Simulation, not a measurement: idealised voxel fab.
This is a process module. Its name is voxel self aligned contacts.
The cross-section shown here is cut; it is 250 nm wide and divided into square cells measuring 5 nm on a side.
When this document writes out a cross-section, it uses a grid of square cells and lists it as bands, beginning at the top and moving down, with a band standing for one or more rows of cells.
Top height, bottom height, nm. Materials left to right, width each, nm. Single material + "everywhere" = fills band edge to edge. "empty" = empty.
All heights in this document are referenced to 0, defined as the level beneath which the wafer, as received, consists entirely of one material. The lowest band is not bounded below; it extends indefinitely downward and is written in the form "0 nm and below".
Note: "30 to 40" means the width goes from the first number (top row of the band) to the second number (bottom row) in equal steps per row of cells.
"remained the same", as given for a step, is the statement that not any cell of the cross-section underwent a change during that step.
Look at "Catalogued sealed voids" for the closed voids: empty spaces with no open path to the top, sized 8 cells or up. Each is width x height at distance, distance from the left edge, all nm.
Heads up: the bit after the settings on a step's line is the simulator's remark on that step.
For masked steps, "overlay nm" on the step line gives how far right of plan the mask actually lay; a minus sign means it lay to the left.

# Process steps (planned)
- 1: RECEIVE | material Si
- 2: CONFORMAL_DEP | material SiO2 | thk nm 5
- 3: DIRECTIONAL_DEP | material polySi | thk nm 30
- 4: DIRECTIONAL_DEP | material SiN | thk nm 20
- 5: MASKED_ETCH | tone cover | mask id GATE | width nm 25 | pitch nm 65 | etch materials SiN | depth nm 20 | overlay nm 0
- 6: MASKED_ETCH | tone cover | mask id GATE | width nm 25 | pitch nm 65 | etch materials polySi | depth nm 30 | overlay nm 0
- 7: CONFORMAL_DEP | material SiN | thk nm 10
- 8: DIRECTIONAL_ETCH | etch materials SiN | depth nm 10
- 9: FILL_DEP | material SiO2 | thk nm 15
- 10: CMP | height nm 60
- 11: PATTERN | tone open | mask id CONTACT | material resist | width nm 50 | pitch nm 65 | thk nm 20 | overlay nm 0
- 12: DIRECTIONAL_ETCH | etch materials SiO2 | depth nm 60
- 13: STRIP | etch materials resist
- 14: CONFORMAL_DEP | material TiN | thk nm 5
- 15: FILL_DEP | material W | thk nm 5
- 16: CMP | height nm 60
- 17: CONFORMAL_DEP | material SiN | thk nm 5

# Cross-section of the wafer upon arrival, representing the state reached after step 1
	0 nm and below: Si everywhere
	Catalogued sealed voids: none

# Cross-section taken at module completion on the first of two wafers; processed per the plan
	65 nm to 60 nm: SiN everywhere
	60 nm to 55 nm: 65 nm SiO2 / 20 nm TiN / 10 nm W / 20 nm TiN / 15 nm SiO2 / 20 nm TiN / 10 nm W / 20 nm TiN / 70 nm SiO2
	55 nm to 35 nm: 35 nm SiO2 / 45 nm SiN / 5 nm TiN / 10 nm W / 5 nm TiN / 45 nm SiN / 5 nm TiN / 10 nm W / 5 nm TiN / 45 nm SiN / 40 nm SiO2
	35 nm to 5 nm: 35 nm SiO2 / 10 nm SiN / 25 nm polySi / 10 nm SiN / 5 nm TiN / 10 nm W / 5 nm TiN / 10 nm SiN / 25 nm polySi / 10 nm SiN / 5 nm TiN / 10 nm W / 5 nm TiN / 10 nm SiN / 25 nm polySi / 10 nm SiN / 40 nm SiO2
	5 nm to 0 nm: 80 nm SiO2 / 20 nm TiN / 45 nm SiO2 / 20 nm TiN / 85 nm SiO2
	0 nm and below: Si everywhere
	Catalogued sealed voids: none

# End of module, second wafer, cross-section. Started like the first, planned like the first, run with one mistake
	65 nm to 60 nm: SiN everywhere
	60 nm to 55 nm: 60 nm SiO2 / 25 nm TiN / 10 nm W / 15 nm TiN / 15 nm SiO2 / 25 nm TiN / 10 nm W / 15 nm TiN / 75 nm SiO2
	55 nm to 35 nm: 35 nm SiO2 / 45 nm SiN / 5 nm TiN / 10 nm W / 5 nm TiN / 45 nm SiN / 5 nm TiN / 10 nm W / 5 nm TiN / 45 nm SiN / 40 nm SiO2
	35 nm to 5 nm: 35 nm SiO2 / 10 nm SiN / 25 nm polySi / 10 nm SiN / 5 nm TiN / 10 nm W / 5 nm TiN / 10 nm SiN / 25 nm polySi / 10 nm SiN / 5 nm TiN / 10 nm W / 5 nm TiN / 10 nm SiN / 25 nm polySi / 10 nm SiN / 40 nm SiO2
	5 nm to 0 nm: 80 nm SiO2 / 20 nm TiN / 45 nm SiO2 / 20 nm TiN / 85 nm SiO2
	0 nm and below: Si everywhere
	Catalogued sealed voids: none
Misprocessing identified: note that step 11 departed from the planned setting and was carried out as PATTERN | tone open | mask id CONTACT | material resist | width nm 50 | pitch nm 65 | thk nm 20 | overlay nm -5
End check, second vs first wafer: material counts in cells match, positions do not.
